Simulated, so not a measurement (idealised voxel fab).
Title: Process Module voxel self aligned vias
The figure presents cross-section cut, which has a width of 180 nm and is divided into square cells with an edge length of 5 nm.
How to read a cross-section here: the picture is a grid of square cells, written as bands going from the top down, and any band can span one or more rows of cells. Look at the band entry: it leads with the top's height and the bottom's height in nm. Then it lists the materials left to right, with a width in nm for each. The word "throughout" on a single material says that material fills the band edge to edge. The word "empty" is empty space. Zero point of the height axis is 0; under it, received wafer = one material. Lowest band: continues down indefinitely, "0 nm and below". It should be noted that a width expressed as "30..40" varies in equal increments from row to row of cells within the band, taking the value of the first number at the top row and that of the second number at the bottom row. "nothing different" -> step changed no cross-section cell. Under "Fully closed voids" you'll find the enclosed gaps, the ones with no way out to the top, that are 8 cells or bigger; each reads width x height at distance, with distance counted from the left edge, everything in nm. Formally, on a step line, whatever follows the settings is a remark that the simulator itself makes on the step. "overlay nm" answers the question of how far to the right of plan the mask lay on a step that has a mask, and when it is negative the answer is to the left.
-- The process steps that were planned are listed below
- 1: op RECEIVE | material Si
- 2: op CONFORMAL_DEP | material SiO2 | thk nm 10
- 3: op CONFORMAL_DEP | material SiCN | thk nm 5
- 4: op DIRECTIONAL_DEP | material SiO2 | thk nm 20
- 5: op MASKED_ETCH | tone open | mask id LINES | width nm 25 | pitch nm 70 | etch materials SiO2 | depth nm 20 | overlay nm 0
- 6: op CONFORMAL_DEP | material TiN | thk nm 5
- 7: op FILL_DEP | material W | thk nm 10
- 8: op CMP | height nm 35
- 9: op SELECTIVE_ETCH | etch materials W Ru TiN | depth nm 5
- 10: op FILL_DEP | material SiN | thk nm 10
- 11: op CMP | height nm 35
- 12: op DIRECTIONAL_DEP | material SiO2 | thk nm 20
- 13: op PATTERN | tone open | mask id VIAS | material resist | width nm 45 | pitch nm 70 | thk nm 15 | overlay nm 0
- 14: op DIRECTIONAL_ETCH | etch materials SiO2 | depth nm 20
- 15: op DIRECTIONAL_ETCH | etch materials SiN | depth nm 5
- 16: op STRIP | etch materials resist
- 17: op CONFORMAL_DEP | material TiN | thk nm 5
- 18: op FILL_DEP | material Cu | thk nm 10
- 19: op CMP | height nm 55
- 20: op CONFORMAL_DEP | material SiN | thk nm 5
-- Cross-section: wafer on arrival = after step 1
* 0 nm and below  Si throughout
* Fully closed voids: none
-- End-of-module cross-section of the first of two wafers, processed as planned
* 60 nm to 55 nm  SiN throughout
* 55 nm to 40 nm  SiO2 (30) | TiN (5) | Cu (35) | TiN (5) | SiO2 (25) | TiN (5) | Cu (35) | TiN (5) | SiO2 (35)
* 40 nm to 35 nm  SiO2 (30) | TiN (15) | Cu (15) | TiN (15) | SiO2 (25) | TiN (15) | Cu (15) | TiN (15) | SiO2 (35)
* 35 nm to 30 nm  SiO2 (40) | TiN (25) | SiO2 (45) | TiN (25) | SiO2 (45)
* 30 nm to 20 nm  SiO2 (40) | TiN (5) | W (15) | TiN (5) | SiO2 (45) | TiN (5) | W (15) | TiN (5) | SiO2 (45)
* 20 nm to 15 nm  SiO2 (40) | TiN (25) | SiO2 (45) | TiN (25) | SiO2 (45)
* 15 nm to 10 nm  SiCN throughout
* 10 nm to 0 nm  SiO2 throughout
* 0 nm and below  Si throughout
* Fully closed voids: none
-- Presented here is a cross-section of the second of the two wafers as it stood at the end of the module. It was started in the same manner and assigned the same plan as the first wafer; however, one mistake was made in its execution
* 60 nm to 55 nm  SiN throughout
* 55 nm to 40 nm  SiO2 (30) | TiN (5) | Cu (35) | TiN (5) | SiO2 (25) | TiN (5) | Cu (35) | TiN (5) | SiO2 (35)
* 40 nm to 35 nm  SiO2 (30) | TiN (25) | Cu (15) | TiN (5) | SiO2 (25) | TiN (25) | Cu (15) | TiN (5) | SiO2 (35)
* 35 nm to 30 nm  SiO2 (50) | TiN (25) | SiO2 (45) | TiN (25) | SiO2 (35)
* 30 nm to 20 nm  SiO2 (50) | TiN (5) | W (15) | TiN (5) | SiO2 (45) | TiN (5) | W (15) | TiN (5) | SiO2 (35)
* 20 nm to 15 nm  SiO2 (50) | TiN (25) | SiO2 (45) | TiN (25) | SiO2 (35)
* 15 nm to 10 nm  SiCN throughout
* 10 nm to 0 nm  SiO2 throughout
* 0 nm and below  Si throughout
* Fully closed voids: none
Nonconformance to the process plan: contrary to plan, step 5 was performed as op MASKED_ETCH | tone open | mask id LINES | width nm 25 | pitch nm 70 | etch materials SiO2 | depth nm 20 | overlay nm 10
Both wafers, final: cells per material equal; arrangement not.
